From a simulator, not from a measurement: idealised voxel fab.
Proc. module: voxel self aligned vias
Section shown: cut. Width: 290 nm. Cell size: 5 nm, square.
Cross-section layout: square cells on a grid; listed as bands, top to bottom; a band spans one or more cell rows.
Read a band's entry like this: the first values are the height of its top and the height of its bottom in nm, and what follows is the sequence of materials from left to right, each with its width in nm. Note that "blank" is empty space, and that a single material marked "everywhere" reaches across the band from edge to edge.
Measure heights from 0. That's the level where, below it, the as-received wafer is all one material. The lowest band is bottomless and extends downward; write it as in "0 down".
When a width is written as two numbers, as in "30->40", the first number is the width in the top row of cells of the band and the second is the width in its bottom row, and the width changes by the same amount from each row to the next.
"left unchanged" after a step means that no cell of the cross-section changed.
Look at "Unvented internal voids" for the closed voids: empty spaces with no open path to the top, sized 8 cells or up. Each is width x height at distance, distance from the left edge, all nm.
On a step's line, text after the settings is the simulator commenting on that step.
overlay nm: mask right of planned place by this much (step with mask). Neg. = left.
-- Here's what the planned process steps look like
step 1: RECEIVE with material Si
step 2: CONFORMAL_DEP with material SiO2, thk nm 15
step 3: CONFORMAL_DEP with material SiCN, thk nm 5
step 4: DIRECTIONAL_DEP with material lowk, thk nm 20
step 5: DIRECTIONAL_DEP with material aC, thk nm 15
step 6: PATTERN with tone open, mask id LINES, material resist, width nm 30, pitch nm 75, thk nm 35, overlay nm 0
step 7: DIRECTIONAL_ETCH with etch materials aC, depth nm 15
step 8: STRIP with etch materials resist
step 9: DIRECTIONAL_ETCH with etch materials lowk, depth nm 20
step 10: STRIP with etch materials aC
step 11: CONFORMAL_DEP with material TiN, thk nm 5
step 12: FILL_DEP with material W, thk nm 5
step 13: CMP with height nm 40
step 14: SELECTIVE_ETCH with etch materials W Ru TiN, depth nm 10
step 15: FILL_DEP with material SiN, thk nm 5
step 16: CMP with height nm 40
step 17: DIRECTIONAL_DEP with material lowk, thk nm 15
step 18: MASKED_ETCH with tone open, mask id VIAS, width nm 50, pitch nm 75, etch materials lowk, depth nm 15, overlay nm 0
step 19: MASKED_ETCH with tone open, mask id VIAS, width nm 50, pitch nm 75, etch materials SiN, depth nm 10, overlay nm 0
step 20: CONFORMAL_DEP with material TiN, thk nm 5
step 21: FILL_DEP with material Ru, thk nm 10
step 22: CMP with height nm 55
step 23: CONFORMAL_DEP with material SiCN, thk nm 5
-- First of two wafers, with the run carried out as planned
-- Incoming wafer, cross-sectional view, post step 1
0 down: Si everywhere
Unvented internal voids: none
-- Cross-sectional representation of the wafer at the conclusion of step 2
15 to 0: SiO2 everywhere
Everything below 0 is unchanged.
-- Cross-sectional representation of the wafer at the conclusion of step 3
20 to 15: SiCN everywhere
Everything below 15 is unchanged.
-- Cross-sectional representation of the wafer at the conclusion of step 4
40 to 20: lowk everywhere
Everything below 20 is unchanged.
-- Cross-sectional representation of the wafer at the conclusion of step 5
55 to 40: aC everywhere
Everything below 40 is unchanged.
-- Cross-sectional representation of the wafer at the conclusion of step 6
90 to 55: resist 55, then blank 30, then resist 45, then blank 30, then resist 45, then blank 30, then resist 55
Everything below 55 is unchanged.
-- Cross-sectional representation of the wafer at the conclusion of step 7
75 to 55: resist 55, then blank 30, then resist 45, then blank 30, then resist 45, then blank 30, then resist 55
55 to 40: aC 55, then blank 30, then aC 45, then blank 30, then aC 45, then blank 30, then aC 55
Everything below 40 is unchanged.
-- Cross-sectional representation of the wafer at the conclusion of step 8
55 to 40: aC 55, then blank 30, then aC 45, then blank 30, then aC 45, then blank 30, then aC 55
Everything below 40 is unchanged.
-- Cross-sectional representation of the wafer at the conclusion of step 9
55 to 40: aC 55, then blank 30, then aC 45, then blank 30, then aC 45, then blank 30, then aC 55
40 to 20: lowk 55, then blank 30, then lowk 45, then blank 30, then lowk 45, then blank 30, then lowk 55
Everything below 20 is unchanged.
-- Cross-sectional representation of the wafer at the conclusion of step 10
40 to 20: lowk 55, then blank 30, then lowk 45, then blank 30, then lowk 45, then blank 30, then lowk 55
Everything below 20 is unchanged.
-- Cross-sectional representation of the wafer at the conclusion of step 11
45 to 40: TiN 60, then blank 20, then TiN 55, then blank 20, then TiN 55, then blank 20, then TiN 60
40 to 25: lowk 55, then TiN 5, then blank 20, then TiN 5, then lowk 45, then TiN 5, then blank 20, then TiN 5, then lowk 45, then TiN 5, then blank 20, then TiN 5, then lowk 55
25 to 20: lowk 55, then TiN 30, then lowk 45, then TiN 30, then lowk 45, then TiN 30, then lowk 55
Everything below 20 is unchanged.
-- Cross-sectional representation of the wafer at the conclusion of step 12
50 to 45: W everywhere
45 to 40: TiN 60, then W 20, then TiN 55, then W 20, then TiN 55, then W 20, then TiN 60
40 to 25: lowk 55, then TiN 5, then W 20, then TiN 5, then lowk 45, then TiN 5, then W 20, then TiN 5, then lowk 45, then TiN 5, then W 20, then TiN 5, then lowk 55
Everything below 25 is unchanged.
-- Cross-sectional representation of the wafer at the conclusion of step 13
40 to 25: lowk 55, then TiN 5, then W 20, then TiN 5, then lowk 45, then TiN 5, then W 20, then TiN 5, then lowk 45, then TiN 5, then W 20, then TiN 5, then lowk 55
Everything below 25 is unchanged.
-- Cross-sectional representation of the wafer at the conclusion of step 14
40 to 30: lowk 55, then blank 30, then lowk 45, then blank 30, then lowk 45, then blank 30, then lowk 55
Everything below 30 is unchanged.
-- Cross-sectional representation of the wafer at the conclusion of step 15
45 to 40: SiN everywhere
40 to 30: lowk 55, then SiN 30, then lowk 45, then SiN 30, then lowk 45, then SiN 30, then lowk 55
Everything below 30 is unchanged.
-- Cross-sectional representation of the wafer at the conclusion of step 16
40 to 30: lowk 55, then SiN 30, then lowk 45, then SiN 30, then lowk 45, then SiN 30, then lowk 55
Everything below 30 is unchanged.
-- Cross-sectional representation of the wafer at the conclusion of step 17
55 to 40: lowk everywhere
Everything below 40 is unchanged.
-- Cross-sectional representation of the wafer at the conclusion of step 18
55 to 40: lowk 45, then blank 50, then lowk 25, then blank 50, then lowk 25, then blank 50, then lowk 45
Everything below 40 is unchanged.
-- Cross-sectional representation of the wafer at the conclusion of step 19
55 to 40: lowk 45, then blank 50, then lowk 25, then blank 50, then lowk 25, then blank 50, then lowk 45
40 to 30: lowk 55, then blank 30, then lowk 45, then blank 30, then lowk 45, then blank 30, then lowk 55
Everything below 30 is unchanged.
-- Cross-sectional representation of the wafer at the conclusion of step 20
60 to 55: TiN 50, then blank 40, then TiN 35, then blank 40, then TiN 35, then blank 40, then TiN 50
55 to 45: lowk 45, then TiN 5, then blank 40, then TiN 5, then lowk 25, then TiN 5, then blank 40, then TiN 5, then lowk 25, then TiN 5, then blank 40, then TiN 5, then lowk 45
45 to 35: lowk 45->55, then TiN 15->5, then blank 20, then TiN 15->5, then lowk 25->45, then TiN 15->5, then blank 20, then TiN 15->5, then lowk 25->45, then TiN 15->5, then blank 20, then TiN 15->5, then lowk 45->55
35 to 30: lowk 55, then TiN 30, then lowk 45, then TiN 30, then lowk 45, then TiN 30, then lowk 55
Everything below 30 is unchanged.
-- Cross-sectional representation of the wafer at the conclusion of step 21
70 to 60: Ru everywhere
60 to 55: TiN 50, then Ru 40, then TiN 35, then Ru 40, then TiN 35, then Ru 40, then TiN 50
55 to 45: lowk 45, then TiN 5, then Ru 40, then TiN 5, then lowk 25, then TiN 5, then Ru 40, then TiN 5, then lowk 25, then TiN 5, then Ru 40, then TiN 5, then lowk 45
45 to 35: lowk 45->55, then TiN 15->5, then Ru 20, then TiN 15->5, then lowk 25->45, then TiN 15->5, then Ru 20, then TiN 15->5, then lowk 25->45, then TiN 15->5, then Ru 20, then TiN 15->5, then lowk 45->55
Everything below 35 is unchanged.
-- Cross-sectional representation of the wafer at the conclusion of step 22
55 to 45: lowk 45, then TiN 5, then Ru 40, then TiN 5, then lowk 25, then TiN 5, then Ru 40, then TiN 5, then lowk 25, then TiN 5, then Ru 40, then TiN 5, then lowk 45
Everything below 45 is unchanged.
-- Cross-sectional representation of the wafer at the conclusion of step 23
60 to 55: SiCN everywhere
Everything below 55 is unchanged.
-- Second wafer - shared start and plan with the first - one error in running - same as the first up to step 17 inclusive
-- Planned end of step 18: second wafer, cross-section
55 to 40: lowk 45, then blank 50, then lowk 25, then blank 50, then lowk 25, then blank 50, then lowk 45
40 to 30: lowk 45, then blank 10, then SiN 30, then blank 10, then lowk 25, then blank 10, then SiN 30, then blank 10, then lowk 25, then blank 10, then SiN 30, then blank 10, then lowk 45
30 to 25: lowk 45, then blank 10, then TiN 5, then W 20, then TiN 5, then blank 10, then lowk 25, then blank 10, then TiN 5, then W 20, then TiN 5, then blank 10, then lowk 25, then blank 10, then TiN 5, then W 20, then TiN 5, then blank 10, then lowk 45
Everything below 25 is unchanged.
-- Planned end of step 19: second wafer, cross-section
55 to 30: lowk 45, then blank 50, then lowk 25, then blank 50, then lowk 25, then blank 50, then lowk 45
Everything below 30 is unchanged.
-- Planned end of step 20: second wafer, cross-section
60 to 55: TiN 50, then blank 40, then TiN 35, then blank 40, then TiN 35, then blank 40, then TiN 50
55 to 35: lowk 45, then TiN 5, then blank 40, then TiN 5, then lowk 25, then TiN 5, then blank 40, then TiN 5, then lowk 25, then TiN 5, then blank 40, then TiN 5, then lowk 45
35 to 30: lowk 45, then TiN 50, then lowk 25, then TiN 50, then lowk 25, then TiN 50, then lowk 45
30 to 25: lowk 45, then TiN 15, then W 20, then TiN 15, then lowk 25, then TiN 15, then W 20, then TiN 15, then lowk 25, then TiN 15, then W 20, then TiN 15, then lowk 45
Everything below 25 is unchanged.
-- Planned end of step 21: second wafer, cross-section
70 to 60: Ru everywhere
60 to 55: TiN 50, then Ru 40, then TiN 35, then Ru 40, then TiN 35, then Ru 40, then TiN 50
55 to 35: lowk 45, then TiN 5, then Ru 40, then TiN 5, then lowk 25, then TiN 5, then Ru 40, then TiN 5, then lowk 25, then TiN 5, then Ru 40, then TiN 5, then lowk 45
Everything below 35 is unchanged.
-- Planned end of step 22: second wafer, cross-section
55 to 35: lowk 45, then TiN 5, then Ru 40, then TiN 5, then lowk 25, then TiN 5, then Ru 40, then TiN 5, then lowk 25, then TiN 5, then Ru 40, then TiN 5, then lowk 45
Everything below 35 is unchanged.
-- Planned end of step 23: second wafer, cross-section
60 to 55: SiCN everywhere
Everything below 55 is unchanged.
Here's what went sideways: step 18 of the plan was twice carried out
Final comparison by cell count, materials where the second wafer has more or fewer than the first: +24 Ru; +12 TiN; -36 lowk
